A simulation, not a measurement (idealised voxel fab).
The following process module bears the name voxel self aligned vias.
Square cells of 5 nm make up the cross-section cut, whose width is 280 nm.
Square cells in a grid make up a cross-section in this document, and the grid is given as bands, listed from the top down, each one or more rows of cells.
Top height, bottom height, nm. Materials left to right, width each, nm. Single material + "everywhere" = fills band edge to edge. "blank" = empty.
We count height from 0. Below that, the starting wafer is all one material. The lowest band never ends at the bottom but goes on down; see "0 and below" for how that is written.
The notation "30..40" denotes a width that varies across the rows of cells in the band, beginning at the first number in the top row, finishing at the second number in the bottom row, and changing by an identical amount from each row to the next.
Key: "changes: none" - step with no changed cell in the cross-section.
"Fully closed voids" - sealed voids, min. 8 cells, no opening to top; format: width x height at distance (distance from left edge; nm throughout).
It should be noted that, on the line of a given step, the content following the step's settings is a remark produced by the simulator itself with respect to that step.
You can add "overlay nm" to a step's line. For a step with a mask, it describes how far the mask lay to the right of its planned position, and a negative number describes a lay to the left.

Steps in the process plan:
1: op RECEIVE | material Si
2: op CONFORMAL_DEP | material SiO2 | thk nm 10
3: op CONFORMAL_DEP | material SiCN | thk nm 5
4: op DIRECTIONAL_DEP | material SiO2 | thk nm 30
5: op MASKED_ETCH | tone open | mask id LINES | width nm 25 | pitch nm 75 | etch materials SiO2 | depth nm 30 | overlay nm 0
6: op CONFORMAL_DEP | material TiN | thk nm 5
7: op FILL_DEP | material W | thk nm 10
8: op CMP | height nm 45
9: op SELECTIVE_ETCH | etch materials W Ru TiN | depth nm 5
10: op FILL_DEP | material SiN | thk nm 10
11: op CMP | height nm 45
12: op DIRECTIONAL_DEP | material SiO2 | thk nm 15
13: op PATTERN | tone open | mask id VIAS | material resist | width nm 45 | thk nm 20 | overlay nm 0
14: op DIRECTIONAL_ETCH | etch materials SiO2 | depth nm 15
15: op DIRECTIONAL_ETCH | etch materials SiN | depth nm 5
16: op STRIP | etch materials resist
17: op CONFORMAL_DEP | material TiN | thk nm 5
18: op FILL_DEP | material Cu | thk nm 10
19: op CMP | height nm 60
20: op CONFORMAL_DEP | material SiCN | thk nm 5

Step 1 complete: cross-section of the wafer as received:
  0 and below | Si everywhere
  Fully closed voids: none

The first of two wafers, cross-sectioned at the end of the module, with the run proceeding as planned:
  65 down to 60 | SiCN everywhere
  60 down to 50 | 80 SiO2, then 5 TiN, then 35 Cu, then 5 TiN, then 155 SiO2
  50 down to 45 | 80 SiO2, then 15 TiN, then 15 Cu, then 15 TiN, then 155 SiO2
  45 down to 40 | 90 SiO2, then 25 TiN, then 50 SiO2, then 25 SiN, then 90 SiO2
  40 down to 20 | 90 SiO2, then 5 TiN, then 15 W, then 5 TiN, then 50 SiO2, then 5 TiN, then 15 W, then 5 TiN, then 90 SiO2
  20 down to 15 | 90 SiO2, then 25 TiN, then 50 SiO2, then 25 TiN, then 90 SiO2
  15 down to 10 | SiCN everywhere
  10 down to 0 | SiO2 everywhere
  0 and below | Si everywhere
  Fully closed voids: none

Here is the second of the two wafers cut open at the end of the module - same start, same plan as the first one, but we made one mistake running it:
  65 down to 60 | SiCN everywhere
  60 down to 50 | 80 SiO2, then 5 TiN, then 35 Cu, then 5 TiN, then 155 SiO2
  50 down to 45 | 80 SiO2, then 15 TiN, then 15 Cu, then 15 TiN, then 155 SiO2
  45 down to 40 | 90 SiO2, then 25 TiN, then 50 SiO2, then 25 SiN, then 90 SiO2
  40 down to 20 | 90 SiO2, then 5 TiN, then 15 W, then 5 TiN, then 50 SiO2, then 5 TiN, then 15 W, then 5 TiN, then 90 SiO2
  20 down to 15 | 90 SiO2, then 25 TiN, then 50 SiO2, then 25 TiN, then 90 SiO2
  15 down to 5 | SiO2 everywhere
  5 down to 0 | SiCN everywhere
  0 and below | Si everywhere
  Fully closed voids: none
So what did we get wrong on this run? deviation from plan: step 3 and step 2 executed in one another's positions
Both wafers, final: cells per material equal; arrangement not.
